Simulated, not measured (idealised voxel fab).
process module | voxel lift off
The figure presents cross-section cut, which has a width of 265 nm and is divided into square cells with an edge length of 5 nm.
Just so we're on the same page, the cross-sections are grids of square cells, and they're listed out in bands top to bottom, each band one or more rows deep.
Per band: top height and bottom height in nm, followed by the left-to-right materials and their widths in nm; "edge to edge" marks a single material spanning edge to edge, "blank" marks empty space.
Height is counted from the level 0, under which the received wafer is composed throughout of one material. The lowest of the bands is not closed at the bottom but continues downward, in the notation "0 nm and below".
A width such as "30->40" changes by the same amount from each row of cells to the next, from the band's top row to its bottom row.
You'll sometimes find "nothing altered" written for a step, and that's the way of saying that nowhere in the cross-section did a cell change during that step.
Reported under the label "Enclosed void catalog" are the empty spaces having no open way to the top and comprising 8 cells or more; the notation for each is width x height at distance, in which the distance is measured from the left edge and all three values are in nm.
It should be noted that, on the line of a given step, the content following the step's settings is a remark produced by the simulator itself with respect to that step.
overlay nm: on a step with a mask, how far right of its planned place the mask lay; negative means left.
**The planned process steps are enumerated hereunder**
1 RECEIVE | material Si
2 CONFORMAL_DEP | material SiO2 | thk nm 5
3 PATTERN | tone open | mask id LINES | material resist | width nm 30 | pitch nm 50 | thk nm 25 | overlay nm 0
4 DIRECTIONAL_DEP | material Ru | thk nm 5
5 STRIP | etch materials resist
6 CONFORMAL_DEP | material SiN | thk nm 5
It is noted that the wafers described herein are identical at the outset and are distinguished by the thk nm of step 4; the value stated in the plan corresponds to the first wafer.
**Received wafers, first of several: cross-section after step 1**
* 0 nm and below: Si edge to edge
* Enclosed void catalog: none
**Quick look at the cross-section of the first of several wafers after step 6, which wraps up the module**
* 15 nm to 10 nm: blank 60; SiN 40; blank 10; SiN 40; blank 10; SiN 40; blank 65
* 10 nm to 5 nm: SiN 65; Ru 30; SiN 20; Ru 30; SiN 20; Ru 30; SiN 70
* 5 nm to 0 nm: SiO2 edge to edge
* 0 nm and below: Si edge to edge
* Enclosed void catalog: none
**End of module: cross-section, last of several wafers**
* 30 nm to 25 nm: blank 60; SiN 40; blank 10; SiN 40; blank 10; SiN 40; blank 65
* 25 nm to 10 nm: blank 60; SiN 5; Ru 30; SiN 5; blank 10; SiN 5; Ru 30; SiN 5; blank 10; SiN 5; Ru 30; SiN 5; blank 65
* 10 nm to 5 nm: SiN 65; Ru 30; SiN 20; Ru 30; SiN 20; Ru 30; SiN 70
* 5 nm to 0 nm: SiO2 edge to edge
* 0 nm and below: Si edge to edge
* Enclosed void catalog: none
**Every row in this table is a wafer at the end of the module, and it gives, for each of the materials, the cells that wafer has gained (+) or lost (-) since it was received, then its closed voids**
thk nm 5; +18 Ru; +59 SiN; +53 SiO2; Enclosed void catalog: none
thk nm 10; +36 Ru; +65 SiN; +53 SiO2; Enclosed void catalog: none
thk nm 15; +54 Ru; +71 SiN; +53 SiO2; Enclosed void catalog: none
thk nm 20; +72 Ru; +77 SiN; +53 SiO2; Enclosed void catalog: none
